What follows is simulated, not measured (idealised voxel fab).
Module name: voxel wiring stack (process module)
Cross-section cut spans 205 nm and uses square cells 5 nm in size.
Cross-section layout: square cells on a grid; listed as bands, top to bottom; a band spans one or more cell rows. Band: top height; bottom height; in nm. Then, left to right: material with width in nm, for each material. "everywhere": a single material spanning edge to edge. "air": empty space. Basically, 0 is our baseline, since under it the wafer straight out of the box is all one material. The bottom band has no lower end and keeps on going down, so it looks like "0 -> down". Per-row width for "30->40": begins at first number (top row of band), ends at second number (bottom row), increment between rows held constant. Take "everything unchanged" at face value: in the step it is given for, the cross-section changed in none of its cells. "Enclosed empty spaces" contains a list of empty spaces, each no smaller than 8 cells and without an open way to the top, written in the form width x height at distance with the distance from the left edge and all three in nm. Read whatever lies past the settings on a step's line as the simulator's own remark about the step. Each step line may optionally specify "overlay nm", which for a step with a mask gives the rightward distance between the mask's planned place and where it lay, a negative value indicating the leftward direction.

plan:
1) RECEIVE | material Si
2) CONFORMAL_DEP | material SiO2 | thk nm 10
3) DIRECTIONAL_DEP | material TiN | thk nm 5
4) DIRECTIONAL_DEP | material Ru | thk nm 25
5) PATTERN | tone cover | mask id METAL_1 | material resist | width nm 30 | pitch nm 50 | thk nm 20 | overlay nm 0
6) DIRECTIONAL_ETCH | etch materials Ru | depth nm 25
7) DIRECTIONAL_ETCH | etch materials TiN | depth nm 5
8) STRIP | etch materials resist
9) FILL_DEP | material SiO2 | thk nm 10
10) CMP | height nm 40
11) CONFORMAL_DEP | material SiCN | thk nm 5
12) DIRECTIONAL_DEP | material SiO2 | thk nm 15
13) MASKED_ETCH | tone open | mask id PLUG_1 | width nm 15 | pitch nm 50 | etch materials SiO2 | depth nm 15 | overlay nm 0
14) MASKED_ETCH | tone open | mask id PLUG_1 | width nm 15 | pitch nm 50 | etch materials SiCN | depth nm 5 | overlay nm 0
15) CONFORMAL_DEP | material TiN | thk nm 5
16) FILL_DEP | material Cu | thk nm 5
17) CMP | height nm 60
18) CONFORMAL_DEP | material SiN | thk nm 5
19) DIRECTIONAL_DEP | material SiO2 | thk nm 25
20) DIRECTIONAL_DEP | material aC | thk nm 10
21) PATTERN | tone open | mask id METAL_2 | material resist | width nm 30 | pitch nm 50 | thk nm 25 | overlay nm 0
22) DIRECTIONAL_ETCH | etch materials aC | depth nm 10
23) STRIP | etch materials resist
24) DIRECTIONAL_ETCH | etch materials SiO2 | depth nm 25
25) DIRECTIONAL_ETCH | etch materials SiN | depth nm 5
26) STRIP | etch materials aC
27) CONFORMAL_DEP | material TiN | thk nm 5
28) FILL_DEP | material Cu | thk nm 5
29) CMP | height nm 90
30) CONFORMAL_DEP | material SiCN | thk nm 5

Cross-section of the wafer upon arrival, representing the state reached after step 1:
* 0 -> down  Si everywhere
* Enclosed empty spaces: none

First wafer of two, sectioned at end of module; run went per plan:
* 95 -> 90  SiCN everywhere
* 90 -> 65  SiO2=35, TiN=5, Cu=20, TiN=5, SiO2=20, TiN=5, Cu=20, TiN=5, SiO2=20, TiN=5, Cu=20, TiN=5, SiO2=40
* 65 -> 60  SiN=35, TiN=30, SiN=20, TiN=30, SiN=20, TiN=30, SiN=40
* 60 -> 45  SiO2=35, TiN=5, Cu=5, TiN=5, SiO2=35, TiN=5, Cu=5, TiN=5, SiO2=35, TiN=5, Cu=5, TiN=5, SiO2=55
* 45 -> 40  SiCN=35, TiN=15, SiCN=35, TiN=15, SiCN=35, TiN=15, SiCN=55
* 40 -> 15  SiO2=35, Ru=30, SiO2=20, Ru=30, SiO2=20, Ru=30, SiO2=40
* 15 -> 10  SiO2=35, TiN=30, SiO2=20, TiN=30, SiO2=20, TiN=30, SiO2=40
* 10 -> 0  SiO2 everywhere
* 0 -> down  Si everywhere
* Enclosed empty spaces: none

Cross-section at end of module for the second wafer of two, which matched the first in starting point and plan and differed by one mistake in its processing:
* 95 -> 90  SiCN everywhere
* 90 -> 65  SiO2=35, TiN=5, Cu=25, TiN=5, SiO2=15, TiN=5, Cu=25, TiN=5, SiO2=15, TiN=5, Cu=25, TiN=5, SiO2=35
* 65 -> 60  SiN=35, TiN=35, SiN=15, TiN=35, SiN=15, TiN=35, SiN=35
* 60 -> 45  SiO2=35, TiN=5, Cu=5, TiN=5, SiO2=35, TiN=5, Cu=5, TiN=5, SiO2=35, TiN=5, Cu=5, TiN=5, SiO2=55
* 45 -> 40  SiCN=35, TiN=15, SiCN=35, TiN=15, SiCN=35, TiN=15, SiCN=55
* 40 -> 15  SiO2=35, Ru=30, SiO2=20, Ru=30, SiO2=20, Ru=30, SiO2=40
* 15 -> 10  SiO2=35, TiN=30, SiO2=20, TiN=30, SiO2=20, TiN=30, SiO2=40
* 10 -> 0  SiO2 everywhere
* 0 -> down  Si everywhere
* Enclosed empty spaces: none
Deviation from plan: it should be noted that step 21 was executed with settings other than those planned, the operation and settings actually applied being PATTERN | tone open | mask id METAL_2 | material resist | width nm 35 | pitch nm 50 | thk nm 25 | overlay nm 0
End of process, cell counts, second wafer against first, materials with more or fewer: Cu +15 | SiN -3 | SiO2 -15 | TiN +3
